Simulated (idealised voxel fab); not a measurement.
process module | voxel wiring stack
cross-section cut | 270 nm wide | cells 5 nm
A cross-section is a grid of square cells, given in bands from the top down. A band is one or more rows of cells.
Each band's line starts with the height of the band's top and of its bottom, in nm. Then come its materials from left to right, each with its width in nm. One material with "throughout" fills the band from edge to edge. "air" is empty space.
Height 0 is the level under which the wafer as received is all one material. The lowest band goes on downwards, as in "0 down".
A width such as "30 to 40" changes by the same amount from each row of cells to the next, from the band's top row to its bottom row.
"no change" after a step means that no cell of the cross-section changed.
closed voids: empty space of 8 cells or more with no open way to the top, each as width x height at its distance from the left edge, in nm
after a step's settings: what the simulator itself notes on the step
overlay nm, on a step with a mask: how far to the right of its planned place the mask lay; to the left if negative
plan
1 op RECEIVE | material Si
2 op CONFORMAL_DEP | material SiO2 | thk nm 10
3 op CONFORMAL_DEP | material SiCN | thk nm 5
4 op DIRECTIONAL_DEP | material SiO2 | thk nm 20
5 op MASKED_ETCH | tone open | mask id METAL_1 | width nm 20 | pitch nm 45 | etch materials SiO2 | depth nm 20 | overlay nm 0
6 op MASKED_ETCH | tone open | mask id METAL_1 | width nm 20 | pitch nm 45 | etch materials SiCN | depth nm 5 | overlay nm 0
7 op CONFORMAL_DEP | material TiN | thk nm 5
8 op FILL_DEP | material Cu | thk nm 10
9 op CMP | height nm 35
10 op CONFORMAL_DEP | material SiCN | thk nm 5
11 op DIRECTIONAL_DEP | material SiO2 | thk nm 30
12 op PATTERN | tone open | mask id METAL_2_HOLES | material resist | width nm 15 | pitch nm 90 | thk nm 15 | overlay nm 0
13 op DIRECTIONAL_ETCH | etch materials SiO2 | depth nm 30
14 op STRIP | etch materials resist
15 op DIRECTIONAL_DEP | material aC | thk nm 10
16 op PATTERN | tone open | mask id METAL_2 | material resist | width nm 20 | pitch nm 45 | thk nm 25 | overlay nm 0
17 op DIRECTIONAL_ETCH | etch materials aC | depth nm 10
18 op STRIP | etch materials resist
19 op DIRECTIONAL_ETCH | etch materials SiO2 | depth nm 20
20 op DIRECTIONAL_ETCH | etch materials SiCN | depth nm 5
21 op STRIP | etch materials aC
22 op CONFORMAL_DEP | material TiN | thk nm 5
23 op FILL_DEP | material Cu | thk nm 5
24 op CMP | height nm 70
25 op CONFORMAL_DEP | material SiCN | thk nm 5
26 op DIRECTIONAL_DEP | material SiO2 | thk nm 35
27 op PATTERN | tone open | mask id METAL_3_HOLES | material resist | width nm 15 | pitch nm 45 | thk nm 15 | overlay nm 0
28 op DIRECTIONAL_ETCH | etch materials SiO2 | depth nm 35
29 op STRIP | etch materials resist
30 op PATTERN | tone open | mask id METAL_3 | material resist | width nm 20 | pitch nm 45 | thk nm 15 | overlay nm 0
31 op DIRECTIONAL_ETCH | etch materials SiO2 | depth nm 20
32 op DIRECTIONAL_ETCH | etch materials SiCN | depth nm 5
33 op STRIP | etch materials resist
34 op CONFORMAL_DEP | material TiN | thk nm 5
35 op FILL_DEP | material Cu | thk nm 5
36 op CMP | height nm 110
37 op CONFORMAL_DEP | material SiCN | thk nm 5
38 op DIRECTIONAL_DEP | material SiO2 | thk nm 20
39 op DIRECTIONAL_DEP | material aC | thk nm 15
40 op PATTERN | tone open | mask id PLUG_3 | material resist | width nm 15 | pitch nm 90 | thk nm 35 | overlay nm 0
41 op DIRECTIONAL_ETCH | etch materials aC | depth nm 15
42 op STRIP | etch materials resist
43 op DIRECTIONAL_ETCH | etch materials SiO2 | depth nm 20
44 op DIRECTIONAL_ETCH | etch materials SiCN | depth nm 5
45 op STRIP | etch materials aC
46 op CONFORMAL_DEP | material TiN | thk nm 5
47 op FILL_DEP | material Cu | thk nm 5
48 op CMP | height nm 135
49 op DIRECTIONAL_DEP | material TiN | thk nm 5
50 op DIRECTIONAL_DEP | material Ru | thk nm 25
51 op PATTERN | tone cover | mask id METAL_4 | material resist | width nm 20 | pitch nm 45 | thk nm 20 | overlay nm 0
52 op DIRECTIONAL_ETCH | etch materials Ru | depth nm 25
53 op DIRECTIONAL_ETCH | etch materials TiN | depth nm 5
54 op STRIP | etch materials resist
55 op FILL_DEP | material SiO2 | thk nm 5
56 op CMP | height nm 165
57 op CONFORMAL_DEP | material SiCN | thk nm 5
as received, after step 1
  0 down: Si throughout
  closed voids: none
first wafer at the end, as planned
  170 to 165: SiCN throughout
  165 to 140: SiO2 55 | Ru 20 | SiO2 25 | Ru 20 | SiO2 25 | Ru 20 | SiO2 25 | Ru 20 | SiO2 60
  140 to 135: SiO2 55 | TiN 20 | SiO2 25 | TiN 20 | SiO2 25 | TiN 20 | SiO2 25 | TiN 20 | SiO2 60
  135 to 115: SiO2 55 | TiN 5 | Cu 5 | TiN 5 | SiO2 75 | TiN 5 | Cu 5 | TiN 5 | SiO2 110
  115 to 110: SiCN 55 | TiN 15 | SiCN 75 | TiN 15 | SiCN 110
  110 to 95: SiO2 55 | TiN 5 | Cu 10 | TiN 5 | SiO2 25 | TiN 5 | Cu 10 | TiN 5 | SiO2 25 | TiN 5 | Cu 10 | TiN 5 | SiO2 25 | TiN 5 | Cu 10 | TiN 5 | SiO2 60
  95 to 90: SiO2 55 | TiN 5 | Cu 5 | TiN 10 | SiO2 25 | TiN 5 | Cu 5 | TiN 10 | SiO2 25 | TiN 5 | Cu 5 | TiN 10 | SiO2 25 | TiN 5 | Cu 5 | TiN 10 | SiO2 60
  90 to 75: SiO2 55 | TiN 5 | Cu 5 | TiN 5 | SiO2 30 | TiN 5 | Cu 5 | TiN 5 | SiO2 30 | TiN 5 | Cu 5 | TiN 5 | SiO2 30 | TiN 5 | Cu 5 | TiN 5 | SiO2 65
  75 to 70: SiCN 55 | TiN 15 | SiCN 30 | TiN 15 | SiCN 30 | TiN 15 | SiCN 30 | TiN 15 | SiCN 65
  70 to 55: SiO2 55 | TiN 5 | Cu 10 | TiN 5 | SiO2 25 | TiN 5 | Cu 10 | TiN 5 | SiO2 25 | TiN 5 | Cu 10 | TiN 5 | SiO2 25 | TiN 5 | Cu 10 | TiN 5 | SiO2 60
  55 to 50: SiO2 55 | TiN 5 | Cu 5 | TiN 10 | SiO2 25 | TiN 20 | SiO2 25 | TiN 5 | Cu 5 | TiN 10 | SiO2 25 | TiN 20 | SiO2 60
  50 to 40: SiO2 55 | TiN 5 | Cu 5 | TiN 5 | SiO2 75 | TiN 5 | Cu 5 | TiN 5 | SiO2 110
  40 to 35: SiCN 55 | TiN 15 | SiCN 75 | TiN 15 | SiCN 110
  35 to 15: SiO2 55 | TiN 5 | Cu 10 | TiN 5 | SiO2 25 | TiN 5 | Cu 10 | TiN 5 | SiO2 25 | TiN 5 | Cu 10 | TiN 5 | SiO2 25 | TiN 5 | Cu 10 | TiN 5 | SiO2 60
  15 to 10: SiCN 55 | TiN 20 | SiCN 25 | TiN 20 | SiCN 25 | TiN 20 | SiCN 25 | TiN 20 | SiCN 60
  10 to 0: SiO2 throughout
  0 down: Si throughout
  closed voids: none
second wafer at the end: like start, like plan, one mistake
  170 to 165: SiCN throughout
  165 to 140: SiO2 55 | Ru 20 | SiO2 25 | Ru 20 | SiO2 25 | Ru 20 | SiO2 25 | Ru 20 | SiO2 60
  140 to 135: SiO2 55 | TiN 20 | SiO2 25 | TiN 20 | SiO2 25 | TiN 20 | SiO2 25 | TiN 20 | SiO2 60
  135 to 115: SiO2 55 | TiN 5 | Cu 5 | TiN 5 | SiO2 75 | TiN 5 | Cu 5 | TiN 5 | SiO2 110
  115 to 110: SiCN 55 | TiN 15 | SiCN 75 | TiN 15 | SiCN 110
  110 to 95: SiO2 55 | TiN 5 | Cu 10 | TiN 5 | SiO2 25 | TiN 5 | Cu 10 | TiN 5 | SiO2 25 | TiN 5 | Cu 10 | TiN 5 | SiO2 25 | TiN 5 | Cu 10 | TiN 5 | SiO2 60
  95 to 90: SiO2 55 | TiN 5 | Cu 5 | TiN 10 | SiO2 25 | TiN 5 | Cu 5 | TiN 10 | SiO2 25 | TiN 5 | Cu 5 | TiN 10 | SiO2 25 | TiN 5 | Cu 5 | TiN 10 | SiO2 60
  90 to 75: SiO2 55 | TiN 5 | Cu 5 | TiN 5 | SiO2 30 | TiN 5 | Cu 5 | TiN 5 | SiO2 30 | TiN 5 | Cu 5 | TiN 5 | SiO2 30 | TiN 5 | Cu 5 | TiN 5 | SiO2 65
  75 to 70: SiCN 55 | TiN 15 | SiCN 30 | TiN 15 | SiCN 30 | TiN 15 | SiCN 30 | TiN 15 | SiCN 65
  70 to 55: Cu 65 | TiN 5 | SiO2 5 | TiN 5 | Cu 15 | TiN 5 | SiO2 20 | TiN 5 | Cu 30 | TiN 5 | SiO2 5 | TiN 5 | Cu 15 | TiN 5 | SiO2 20 | TiN 5 | Cu 55
  55 to 50: TiN 60 | Cu 5 | TiN 5 | SiO2 5 | TiN 25 | SiO2 20 | TiN 30 | Cu 5 | TiN 5 | SiO2 5 | TiN 25 | SiO2 20 | TiN 60
  50 to 45: SiO2 55 | TiN 5 | Cu 5 | TiN 5 | SiO2 75 | TiN 5 | Cu 5 | TiN 5 | SiO2 110
  45 to 40: SiO2 55 | TiN 15 | SiO2 75 | TiN 15 | SiO2 110
  40 to 35: SiCN throughout
  35 to 15: SiO2 55 | TiN 5 | Cu 10 | TiN 5 | SiO2 25 | TiN 5 | Cu 10 | TiN 5 | SiO2 25 | TiN 5 | Cu 10 | TiN 5 | SiO2 25 | TiN 5 | Cu 10 | TiN 5 | SiO2 60
  15 to 10: SiCN 55 | TiN 20 | SiCN 25 | TiN 20 | SiCN 25 | TiN 20 | SiCN 25 | TiN 20 | SiCN 60
  10 to 0: SiO2 throughout
  0 down: Si throughout
  closed voids: none
what went wrong: step 16 ran as: op PATTERN | tone cover | mask id METAL_2 | material resist | width nm 20 | pitch nm 45 | thk nm 25 | overlay nm 0
at the end the second wafer has, in cells: 82 more of Cu | 6 more of SiCN | 112 fewer of SiO2 | 24 more of TiN
